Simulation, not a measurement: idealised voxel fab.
This section sets out a process module, namely voxel air gaps.
Cross-section cut spans 295 nm and uses square cells 5 nm in size.
If you're reading a cross-section in this doc, picture square cells in a grid; it comes to you as bands, top ones listed first down to the bottom, and a band can be one or more rows of cells. Per band: top height and bottom height in nm, followed by the left-to-right materials and their widths in nm; "throughout" marks a single material spanning edge to edge, "empty" marks empty space. Heights from 0 (as-received wafer is one material below). Bottom band endless downward, as "0 and below". Quick explanation for "30 to 40": the width changes in equal steps down the rows of cells, from the first number in the band's top row to the second number in its bottom row. "nothing was modified" -> step changed no cross-section cell. So "Enclosed voids" is basically the list of trapped voids: any empty space of 8 cells or more that can't reach the top through an opening. They're written width x height at distance, the distance being from the left edge, and it's all nm. Read whatever lies past the settings on a step's line as the simulator's own remark about the step. overlay nm: for a step with a mask, the amount by which the mask lay right of where it was planned; a negative amount means left of it.

## The following list gives the planned process steps
step 1: RECEIVE,material Si
step 2: CONFORMAL_DEP,material SiO2,thk nm 15
step 3: CONFORMAL_DEP,material SiCN,thk nm 5
step 4: DIRECTIONAL_DEP,material SiO2,thk nm 40
step 5: DIRECTIONAL_DEP,material aC,thk nm 10
step 6: PATTERN,tone open,mask id LINES,material resist,width nm 15,pitch nm 45,thk nm 30,overlay nm 0
step 7: DIRECTIONAL_ETCH,etch materials aC,depth nm 10
step 8: STRIP,etch materials resist
step 9: DIRECTIONAL_ETCH,etch materials SiO2,depth nm 40
step 10: STRIP,etch materials aC
step 11: CONFORMAL_DEP,material TiN,thk nm 5
step 12: FILL_DEP,material W,thk nm 5
step 13: CMP,height nm 60
step 14: EPI,material Ru,thk nm 10
step 15: SELECTIVE_ETCH,etch materials SiO2,depth nm 50
step 16: CONFORMAL_DEP,material SiCN,thk nm 5

## Wafer cross-section on receipt, i.e. after step 1
* 0 and below  Si throughout
* Enclosed voids: none

## Starting structure and process plan are as shown above, but one mistake was made in running the module; the wafer cross-section at the end of the module follows
* 75 down to 70  empty (70) | SiCN (135) | empty (90)
* 70 down to 60  empty (70) | SiCN (5) | Ru (35) | SiCN (10) | Ru (35) | SiCN (10) | Ru (35) | SiCN (5) | empty (90)
* 60 down to 55  empty (70) | SiCN (15) | TiN (5) | W (5) | TiN (5) | SiCN (30) | TiN (5) | W (5) | TiN (5) | SiCN (30) | TiN (5) | W (5) | TiN (5) | SiCN (15) | empty (90)
* 55 down to 25  empty (80) | SiCN (5) | TiN (5) | W (5) | TiN (5) | SiCN (5) | empty (20) | SiCN (5) | TiN (5) | W (5) | TiN (5) | SiCN (5) | empty (20) | SiCN (5) | TiN (5) | W (5) | TiN (5) | SiCN (5) | empty (100)
* 25 down to 20  SiCN (85) | TiN (15) | SiCN (30) | TiN (15) | SiCN (30) | TiN (15) | SiCN (105)
* 20 down to 15  SiCN throughout
* 15 down to 0  SiO2 throughout
* 0 and below  Si throughout
* Enclosed voids: 20 x 30 at 105; 20 x 30 at 150
What broke from the plan during processing? step 6, actual vs plan mismatch, actual run PATTERN,tone open,mask id LINES,material resist,width nm 15,pitch nm 45,thk nm 30,overlay nm -10
